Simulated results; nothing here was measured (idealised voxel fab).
process module | voxel self aligned contacts
cross-section cut | 150 nm wide | cells 5 nm
A cross-section is a grid of square cells, given in bands from the top down. A band is one or more rows of cells.
Each band's line starts with the height of the band's top and of its bottom, in nm. Then come its materials from left to right, each with its width in nm. One material with "throughout" fills the band from edge to edge. "air" is empty space.
Height 0 is the level under which the wafer as received is all one material. The lowest band goes on downwards, as in "0 down".
A width such as "30 to 40" changes by the same amount from each row of cells to the next, from the band's top row to its bottom row.
"no change" after a step means that no cell of the cross-section changed.
closed voids: empty space of 8 cells or more with no open way to the top, each as width x height at its distance from the left edge, in nm
after a step's settings: what the simulator itself notes on the step
overlay nm, on a step with a mask: how far to the right of its planned place the mask lay; to the left if negative
plan
1 op RECEIVE | material Si
2 op CONFORMAL_DEP | material SiO2 | thk nm 5
3 op DIRECTIONAL_DEP | material polySi | thk nm 25
4 op DIRECTIONAL_DEP | material SiN | thk nm 20
5 op DIRECTIONAL_DEP | material aC | thk nm 15
6 op PATTERN | tone cover | mask id GATE | material resist | width nm 30 | pitch nm 70 | thk nm 30 | overlay nm 0
7 op DIRECTIONAL_ETCH | etch materials aC | depth nm 15
8 op STRIP | etch materials resist
9 op DIRECTIONAL_ETCH | etch materials SiN | depth nm 20
10 op DIRECTIONAL_ETCH | etch materials polySi | depth nm 25
11 op STRIP | etch materials aC
12 op CONFORMAL_DEP | material SiN | thk nm 10
13 op DIRECTIONAL_ETCH | etch materials SiN | depth nm 10
14 op FILL_DEP | material SiO2 | thk nm 10
15 op CMP | height nm 55
16 op MASKED_ETCH | tone open | mask id CONTACT | width nm 50 | etch materials SiO2 | depth nm 55 | overlay nm 0
17 op CONFORMAL_DEP | material TiN | thk nm 5
18 op FILL_DEP | material W | thk nm 10
19 op CMP | height nm 55
20 op CONFORMAL_DEP | material SiCN | thk nm 5
as received, after step 1
  0 down: Si throughout
  closed voids: none
a wafer at the end: this start, this plan, one mistake
  60 to 55: SiCN throughout
  55 to 50: SiO2 55 | TiN 15 | W 10 | TiN 20 | SiO2 50
  50 to 30: SiO2 15 | SiN 50 | TiN 5 | W 10 | TiN 5 | SiN 50 | SiO2 15
  30 to 5: SiO2 15 | SiN 10 | polySi 30 | SiN 10 | TiN 5 | W 10 | TiN 5 | SiN 10 | polySi 30 | SiN 10 | SiO2 15
  5 to 0: SiO2 65 | TiN 20 | SiO2 65
  0 down: Si throughout
  closed voids: none
what went wrong: step 16 ran as: op MASKED_ETCH | tone open | mask id CONTACT | width nm 45 | etch materials SiO2 | depth nm 55 | overlay nm 0
